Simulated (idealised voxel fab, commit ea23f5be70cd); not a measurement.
process module | voxel tone inversion
cross-section cut | 240 nm wide | cells 5 nm
A cross-section is a grid of square cells, given in bands from the top down. A band is one or more rows of cells.
Each band's line starts with the height of the band's top and of its bottom, in nm. Then come its materials from left to right, each with its width in nm. One material with "throughout" fills the band from edge to edge. "air" is empty space.
Height 0 is the level under which the wafer as received is all one material. The lowest band goes on downwards, as in "0 down".
A width such as "30 to 40" changes by the same amount from each row of cells to the next, from the band's top row to its bottom row.
"no change" after a step means that no cell of the cross-section changed.
closed voids: empty space of 8 cells or more with no open way to the top, each as width x height at its distance from the left edge, in nm
after a step's settings: what the simulator itself notes on the step
overlay nm, on a step with a mask: how far to the right of its planned place the mask lay; to the left if negative
plan
1 op RECEIVE | material Si
2 op CONFORMAL_DEP | material SiN | thk nm 10
3 op DIRECTIONAL_DEP | material aC | thk nm 15
4 op PATTERN | tone cover | mask id POSTS | material resist | width nm 25 | pitch nm 40 | thk nm 25 | overlay nm 0
5 op DIRECTIONAL_ETCH | etch materials aC | depth nm 15
6 op STRIP | etch materials resist
7 op FILL_DEP | material lowk | thk nm 5
8 op CMP | height nm 25
9 op STRIP | etch materials aC
10 op CONFORMAL_DEP | material TiN | thk nm 5
11 op FILL_DEP | material Cu | thk nm 5
12 op CMP | height nm 25
13 op CONFORMAL_DEP | material SiN | thk nm 5
as received, after step 1
  0 down: Si throughout
  closed voids: none
first wafer at the end, as planned
  30 to 25: SiN throughout
  25 to 15: lowk 65 | TiN 5 | Cu 15 | TiN 5 | lowk 15 | TiN 5 | Cu 15 | TiN 5 | lowk 15 | TiN 5 | Cu 15 | TiN 5 | lowk 70
  15 to 10: lowk 65 | TiN 25 | lowk 15 | TiN 25 | lowk 15 | TiN 25 | lowk 70
  10 to 0: SiN throughout
  0 down: Si throughout
  closed voids: none
second wafer at the end: like start, like plan, one mistake
  30 to 25: SiN throughout
  25 to 15: lowk 60 | TiN 5 | Cu 15 | TiN 5 | lowk 15 | TiN 5 | Cu 15 | TiN 5 | lowk 15 | TiN 5 | Cu 15 | TiN 5 | lowk 75
  15 to 10: lowk 60 | TiN 25 | lowk 15 | TiN 25 | lowk 15 | TiN 25 | lowk 75
  10 to 0: SiN throughout
  0 down: Si throughout
  closed voids: none
what went wrong: step 4 ran as: op PATTERN | tone cover | mask id POSTS | material resist | width nm 25 | pitch nm 40 | thk nm 25 | overlay nm -5
at the end the second wafer has, in cells: as many of each material as the first, in other places
